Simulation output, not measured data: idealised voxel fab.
Process module name: voxel capacitor over wiring
250 nm wide, 5 nm square cells: that's cross-section cut.
In this document a cross-section is written as a grid of square cells. It is given as a series of bands, listed from the top down, and a band is one or more rows of cells. Top height, bottom height, nm. Materials left to right, width each, nm. Single material + "all across" = fills band edge to edge. "air" = empty. It should be noted that heights are counted from 0, beneath which the wafer as supplied is of one material throughout, and that the lowest band possesses no lower boundary but continues downward, as written in "z 0 and below". You'd read "30 to 40" like this: the band's top row of cells is as wide as the first number, its bottom row is as wide as the second, and going down, every row changes width by the same amount as the row before did. A step reported as "nothing was modified" is a step in which no cell of the cross-section changed. This entry, "Enclosed internal voids", enumerates those empty regions of no fewer than 8 cells that possess no open connection to the top. Each region is reported in the form width x height at distance, the distance being taken from the left edge, with all three quantities expressed in nm. Read whatever lies past the settings on a step's line as the simulator's own remark about the step. Each step line may optionally specify "overlay nm", which for a step with a mask gives the rightward distance between the mask's planned place and where it lay, a negative value indicating the leftward direction.
Intended process steps:
1. RECEIVE with material Si
2. CONFORMAL_DEP with material SiO2, thk nm 15
3. CONFORMAL_DEP with material SiCN, thk nm 5
4. DIRECTIONAL_DEP with material lowk, thk nm 15
5. DIRECTIONAL_DEP with material aC, thk nm 15
6. PATTERN with tone open, mask id METAL_1, material resist, width nm 30, pitch nm 90, thk nm 30, overlay nm 0
7. DIRECTIONAL_ETCH with etch materials aC, depth nm 15
8. STRIP with etch materials resist
9. DIRECTIONAL_ETCH with etch materials lowk, depth nm 15
10. DIRECTIONAL_ETCH with etch materials SiCN, depth nm 5
11. STRIP with etch materials aC
12. CONFORMAL_DEP with material TiN, thk nm 5
13. FILL_DEP with material Cu, thk nm 10
14. CMP with height nm 35
15. CONFORMAL_DEP with material SiCN, thk nm 5
16. DIRECTIONAL_DEP with material SiO2, thk nm 15
17. MASKED_ETCH with tone open, mask id PLUG_1, width nm 15, etch materials SiO2, depth nm 15, overlay nm 0
18. MASKED_ETCH with tone open, mask id PLUG_1, width nm 15, etch materials SiCN, depth nm 5, overlay nm 0
19. EPI with material Ru, thk nm 10
20. EPI with material Ru, thk nm 10
21. DIRECTIONAL_DEP with material TiN, thk nm 10
22. DIRECTIONAL_DEP with material Al2O3, thk nm 5
23. DIRECTIONAL_DEP with material TiN, thk nm 10
24. MASKED_ETCH with tone cover, mask id UPPER_PLATE, width nm 65, etch materials TiN, depth nm 10, overlay nm 0
25. MASKED_ETCH with tone cover, mask id UPPER_PLATE, width nm 65, etch materials Al2O3, depth nm 5, overlay nm 0
26. PATTERN with tone cover, mask id LOWER_PLATE, material resist, width nm 75, thk nm 20, overlay nm 0
27. DIRECTIONAL_ETCH with etch materials TiN, depth nm 10
28. STRIP with etch materials resist
29. FILL_DEP with material SiO2, thk nm 15
30. CMP with height nm 90
31. PATTERN with tone open, mask id PLUG_2, material resist, width nm 15, thk nm 15, overlay nm 0
32. DIRECTIONAL_ETCH with etch materials SiO2, depth nm 10
33. STRIP with etch materials resist
34. CONFORMAL_DEP with material TiN, thk nm 5
35. FILL_DEP with material Ru, thk nm 5
36. CMP with height nm 90
37. CONFORMAL_DEP with material SiCN, thk nm 5
Delivered wafer in cross-section: state after step 1:
  z 0 and below = Si all across
  Enclosed internal voids: none
Module complete - cross-section of the first of two wafers, run according to plan:
  z 95 to 90 = SiCN all across
  z 90 to 85 = SiO2 90, then TiN 5, then Ru 5, then TiN 5, then SiO2 145
  z 85 to 80 = SiO2 90, then TiN 15, then SiO2 145
  z 80 to 70 = SiO2 80, then TiN 65, then SiO2 105
  z 70 to 65 = SiO2 80, then Al2O3 65, then SiO2 105
  z 65 to 55 = SiO2 75, then TiN 75, then SiO2 100
  z 55 to 40 = SiO2 80, then Ru 15, then SiO2 155
  z 40 to 35 = SiCN 80, then Ru 15, then SiCN 155
  z 35 to 20 = lowk 65, then TiN 5, then Cu 20, then TiN 5, then lowk 60, then TiN 5, then Cu 20, then TiN 5, then lowk 65
  z 20 to 15 = SiCN 65, then TiN 30, then SiCN 60, then TiN 30, then SiCN 65
  z 15 to 0 = SiO2 all across
  z 0 and below = Si all across
  Enclosed internal voids: none
End-of-module cross-section of the second wafer: identical starting point and process plan to the first, with one processing mistake:
  z 95 to 90 = SiCN all across
  z 90 to 80 = SiO2 80, then TiN 65, then SiO2 105
  z 80 to 75 = SiO2 80, then Al2O3 65, then SiO2 105
  z 75 to 65 = Al2O3 all across
  z 65 to 55 = TiN all across
  z 55 to 40 = SiO2 80, then Ru 15, then SiO2 155
  z 40 to 35 = SiCN 80, then Ru 15, then SiCN 155
  z 35 to 20 = lowk 65, then TiN 5, then Cu 20, then TiN 5, then lowk 60, then TiN 5, then Cu 20, then TiN 5, then lowk 65
  z 20 to 15 = SiCN 65, then TiN 30, then SiCN 60, then TiN 30, then SiCN 65
  z 15 to 0 = SiO2 all across
  z 0 and below = Si all across
  Enclosed internal voids: none
Diagnosis: step 22 ran differently from the plan; actual operation with settings: DIRECTIONAL_DEP with material Al2O3, thk nm 15
Final cells, second wafer relative to first, materials higher or lower: 100 more of Al2O3, 1 fewer of Ru, 164 fewer of SiO2, 65 more of TiN
